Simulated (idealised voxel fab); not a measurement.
Process module heading - voxel self aligned contacts
Cross-sectional view cut (width: 260 nm; square cell size: 5 nm).
A cross-section is written here as square cells arranged in a grid, and it is given in bands from the top down, each band taking up one or more rows of cells. Top height, bottom height, nm. Materials left to right, width each, nm. Single material + "full width" = fills band edge to edge. "air" = empty. It should be noted that heights are counted from 0, beneath which the wafer as supplied is of one material throughout, and that the lowest band possesses no lower boundary but continues downward, as written in "0 down". The expression "30..40" gives the width at the extremes of the band, the first number at its top row of cells and the second at its bottom row, with the width changing by equal amounts from each row to the next in between. Basically "identical to before" means that step didn't change any cell in the cross-section. In the "Closed internal voids" entry, you get each enclosed empty space of 8 cells or more, one with no open way to the top, written width x height at distance, distance from the left edge, in nm. If you see something after the settings on a step's line, that's the simulator's own remark about that step. overlay nm: mask offset rightward from planned place, masked step; negative means leftward offset.
Planned step list for the process
1) RECEIVE with material Si
2) OXIDIZE with depth nm 5
3) DIRECTIONAL_DEP with material polySi, thk nm 20
4) DIRECTIONAL_DEP with material SiN, thk nm 20
5) DIRECTIONAL_DEP with material aC, thk nm 15
6) PATTERN with tone cover, mask id GATE, material resist, width nm 25, pitch nm 50, thk nm 30, overlay nm 0
7) DIRECTIONAL_ETCH with etch materials aC, depth nm 15
8) STRIP with etch materials resist
9) DIRECTIONAL_ETCH with etch materials SiN, depth nm 20
10) DIRECTIONAL_ETCH with etch materials polySi, depth nm 20
11) STRIP with etch materials aC
12) CONFORMAL_DEP with material SiN, thk nm 5
13) DIRECTIONAL_ETCH with etch materials SiN, depth nm 5
14) FILL_DEP with material SiO2, thk nm 15
15) CMP with height nm 45
16) DIRECTIONAL_DEP with material aC, thk nm 15
17) PATTERN with tone open, mask id CONTACT, material resist, width nm 35, thk nm 30, overlay nm 0
18) DIRECTIONAL_ETCH with etch materials aC, depth nm 15
19) STRIP with etch materials resist
20) DIRECTIONAL_ETCH with etch materials SiO2, depth nm 50
21) STRIP with etch materials aC
22) CONFORMAL_DEP with material TiN, thk nm 5
23) FILL_DEP with material W, thk nm 5
24) CMP with height nm 45
25) CONFORMAL_DEP with material SiN, thk nm 5
So, the first of our two wafers, run just as we planned it
Cross-section: wafer on arrival = after step 1
* 0 down  Si full width
* Closed internal voids: none
Sectional view: wafer, after step 2
* 0 to -5  SiO2 full width
* Below -5 it's all the same as before, nothing changed down there.
Sectional view: wafer, after step 3
* 20 to 0  polySi full width
* Below 0 it's all the same as before, nothing changed down there.
Sectional view: wafer, after step 4
* 40 to 20  SiN full width
* Below 20 it's all the same as before, nothing changed down there.
Sectional view: wafer, after step 5
* 55 to 40  aC full width
* Below 40 it's all the same as before, nothing changed down there.
Sectional view: wafer, after step 6
* 85 to 55  air (90)  resist (25)  air (25)  resist (25)  air (95)
* Below 55 it's all the same as before, nothing changed down there.
Sectional view: wafer, after step 7
* 70 to 55  air (90)  resist (25)  air (25)  resist (25)  air (95)
* 55 to 40  air (90)  aC (25)  air (25)  aC (25)  air (95)
* Below 40 it's all the same as before, nothing changed down there.
Sectional view: wafer, after step 8
* 55 to 40  air (90)  aC (25)  air (25)  aC (25)  air (95)
* Below 40 it's all the same as before, nothing changed down there.
Sectional view: wafer, after step 9
* 55 to 40  air (90)  aC (25)  air (25)  aC (25)  air (95)
* 40 to 20  air (90)  SiN (25)  air (25)  SiN (25)  air (95)
* Below 20 it's all the same as before, nothing changed down there.
Sectional view: wafer, after step 10
* 55 to 40  air (90)  aC (25)  air (25)  aC (25)  air (95)
* 40 to 20  air (90)  SiN (25)  air (25)  SiN (25)  air (95)
* 20 to 0  air (90)  polySi (25)  air (25)  polySi (25)  air (95)
* Below 0 it's all the same as before, nothing changed down there.
Sectional view: wafer, after step 11
* 40 to 20  air (90)  SiN (25)  air (25)  SiN (25)  air (95)
* Below 20 it's all the same as before, nothing changed down there.
Sectional view: wafer, after step 12
* 45 to 20  air (85)  SiN (35)  air (15)  SiN (35)  air (90)
* 20 to 5  air (85)  SiN (5)  polySi (25)  SiN (5)  air (15)  SiN (5)  polySi (25)  SiN (5)  air (90)
* 5 to 0  SiN (90)  polySi (25)  SiN (25)  polySi (25)  SiN (95)
* Below 0 it's all the same as before, nothing changed down there.
Sectional view: wafer, after step 13
* 40 to 20  air (85)  SiN (35)  air (15)  SiN (35)  air (90)
* 20 to 0  air (85)  SiN (5)  polySi (25)  SiN (5)  air (15)  SiN (5)  polySi (25)  SiN (5)  air (90)
* Below 0 it's all the same as before, nothing changed down there.
Sectional view: wafer, after step 14
* 55 to 40  SiO2 full width
* 40 to 20  SiO2 (85)  SiN (35)  SiO2 (15)  SiN (35)  SiO2 (90)
* 20 to 0  SiO2 (85)  SiN (5)  polySi (25)  SiN (5)  SiO2 (15)  SiN (5)  polySi (25)  SiN (5)  SiO2 (90)
* Below 0 it's all the same as before, nothing changed down there.
Sectional view: wafer, after step 15
* 45 to 40  SiO2 full width
* Below 40 it's all the same as before, nothing changed down there.
Sectional view: wafer, after step 16
* 60 to 45  aC full width
* Below 45 it's all the same as before, nothing changed down there.
Sectional view: wafer, after step 17
* 90 to 60  resist (110)  air (35)  resist (115)
* Below 60 it's all the same as before, nothing changed down there.
Sectional view: wafer, after step 18
* 75 to 60  resist (110)  air (35)  resist (115)
* 60 to 45  aC (110)  air (35)  aC (115)
* Below 45 it's all the same as before, nothing changed down there.
Sectional view: wafer, after step 19
* 60 to 45  aC (110)  air (35)  aC (115)
* Below 45 it's all the same as before, nothing changed down there.
Sectional view: wafer, after step 20
* 60 to 45  aC (110)  air (35)  aC (115)
* 45 to 40  SiO2 (110)  air (35)  SiO2 (115)
* 40 to 20  SiO2 (85)  SiN (35)  air (15)  SiN (35)  SiO2 (90)
* 20 to 0  SiO2 (85)  SiN (5)  polySi (25)  SiN (5)  air (15)  SiN (5)  polySi (25)  SiN (5)  SiO2 (90)
* 0 to -5  SiO2 (120)  air (15)  SiO2 (125)
* Below -5 it's all the same as before, nothing changed down there.
Sectional view: wafer, after step 21
* 45 to 40  SiO2 (110)  air (35)  SiO2 (115)
* Below 40 it's all the same as before, nothing changed down there.
Sectional view: wafer, after step 22
* 50 to 45  TiN (115)  air (25)  TiN (120)
* 45 to 40  SiO2 (110)  TiN (15)  air (5)  TiN (15)  SiO2 (115)
* 40 to 20  SiO2 (85)  SiN (35)  TiN (5)  air (5)  TiN (5)  SiN (35)  SiO2 (90)
* 20 to 0  SiO2 (85)  SiN (5)  polySi (25)  SiN (5)  TiN (5)  air (5)  TiN (5)  SiN (5)  polySi (25)  SiN (5)  SiO2 (90)
* 0 to -5  SiO2 (120)  TiN (15)  SiO2 (125)
* Below -5 it's all the same as before, nothing changed down there.
Sectional view: wafer, after step 23
* 55 to 50  W full width
* 50 to 45  TiN (115)  W (25)  TiN (120)
* 45 to 40  SiO2 (110)  TiN (15)  W (5)  TiN (15)  SiO2 (115)
* 40 to 20  SiO2 (85)  SiN (35)  TiN (5)  W (5)  TiN (5)  SiN (35)  SiO2 (90)
* 20 to 0  SiO2 (85)  SiN (5)  polySi (25)  SiN (5)  TiN (5)  W (5)  TiN (5)  SiN (5)  polySi (25)  SiN (5)  SiO2 (90)
* Below 0 it's all the same as before, nothing changed down there.
Sectional view: wafer, after step 24
* 45 to 40  SiO2 (110)  TiN (15)  W (5)  TiN (15)  SiO2 (115)
* Below 40 it's all the same as before, nothing changed down there.
Sectional view: wafer, after step 25
* 50 to 45  SiN full width
* Below 45 it's all the same as before, nothing changed down there.
Wafer two of two - same starting point, same process plan, one mistake in execution; matches wafer one up to and including step 4
Cross-sectional view of the second wafer at the intended end time of process step 5
* 55 to 20  SiN full width
* Below 20 it's all the same as before, nothing changed down there.
Cross-sectional view of the second wafer at the intended end time of process step 6
* 85 to 55  air (90)  resist (25)  air (25)  resist (25)  air (95)
* Below 55 it's all the same as before, nothing changed down there.
Cross-sectional view of the second wafer at the intended end time of process step 7
* 70 to 55  air (90)  resist (25)  air (25)  resist (25)  air (95)
* Below 55 it's all the same as before, nothing changed down there.
Cross-sectional view of the second wafer at the intended end time of process step 8
* 55 to 20  SiN full width
* Below 20 it's all the same as before, nothing changed down there.
Cross-sectional view of the second wafer at the intended end time of process step 9
* 35 to 20  SiN full width
* Below 20 it's all the same as before, nothing changed down there.
Cross-sectional view of the second wafer at the intended end time of process step 10: identical to before
Cross-sectional view of the second wafer at the intended end time of process step 11: identical to before
Cross-sectional view of the second wafer at the intended end time of process step 12
* 40 to 20  SiN full width
* Below 20 it's all the same as before, nothing changed down there.
Cross-sectional view of the second wafer at the intended end time of process step 13
* 35 to 20  SiN full width
* Below 20 it's all the same as before, nothing changed down there.
Cross-sectional view of the second wafer at the intended end time of process step 14
* 50 to 35  SiO2 full width
* Below 35 it's all the same as before, nothing changed down there.
Cross-sectional view of the second wafer at the intended end time of process step 15
* 45 to 35  SiO2 full width
* Below 35 it's all the same as before, nothing changed down there.
Cross-sectional view of the second wafer at the intended end time of process step 16
* 60 to 45  aC full width
* Below 45 it's all the same as before, nothing changed down there.
Cross-sectional view of the second wafer at the intended end time of process step 17
* 90 to 60  resist (110)  air (35)  resist (115)
* Below 60 it's all the same as before, nothing changed down there.
Cross-sectional view of the second wafer at the intended end time of process step 18
* 75 to 60  resist (110)  air (35)  resist (115)
* 60 to 45  aC (110)  air (35)  aC (115)
* Below 45 it's all the same as before, nothing changed down there.
Cross-sectional view of the second wafer at the intended end time of process step 19
* 60 to 45  aC (110)  air (35)  aC (115)
* Below 45 it's all the same as before, nothing changed down there.
Cross-sectional view of the second wafer at the intended end time of process step 20
* 60 to 45  aC (110)  air (35)  aC (115)
* 45 to 35  SiO2 (110)  air (35)  SiO2 (115)
* Below 35 it's all the same as before, nothing changed down there.
Cross-sectional view of the second wafer at the intended end time of process step 21
* 45 to 35  SiO2 (110)  air (35)  SiO2 (115)
* Below 35 it's all the same as before, nothing changed down there.
Cross-sectional view of the second wafer at the intended end time of process step 22
* 50 to 45  TiN (115)  air (25)  TiN (120)
* 45 to 40  SiO2 (110)  TiN (5)  air (25)  TiN (5)  SiO2 (115)
* 40 to 35  SiO2 (110)  TiN (35)  SiO2 (115)
* Below 35 it's all the same as before, nothing changed down there.
Cross-sectional view of the second wafer at the intended end time of process step 23
* 55 to 50  W full width
* 50 to 45  TiN (115)  W (25)  TiN (120)
* 45 to 40  SiO2 (110)  TiN (5)  W (25)  TiN (5)  SiO2 (115)
* Below 40 it's all the same as before, nothing changed down there.
Cross-sectional view of the second wafer at the intended end time of process step 24
* 45 to 40  SiO2 (110)  TiN (5)  W (25)  TiN (5)  SiO2 (115)
* Below 40 it's all the same as before, nothing changed down there.
Cross-sectional view of the second wafer at the intended end time of process step 25
* 50 to 45  SiN full width
* Below 45 it's all the same as before, nothing changed down there.
Finding, execution versus plan: step 5 off recipe, ran as DIRECTIONAL_DEP with material SiN, thk nm 15
Materials where the second wafer ends with more or fewer cells than the first: SiN +84, SiO2 -232, TiN -16, W -4, polySi +168
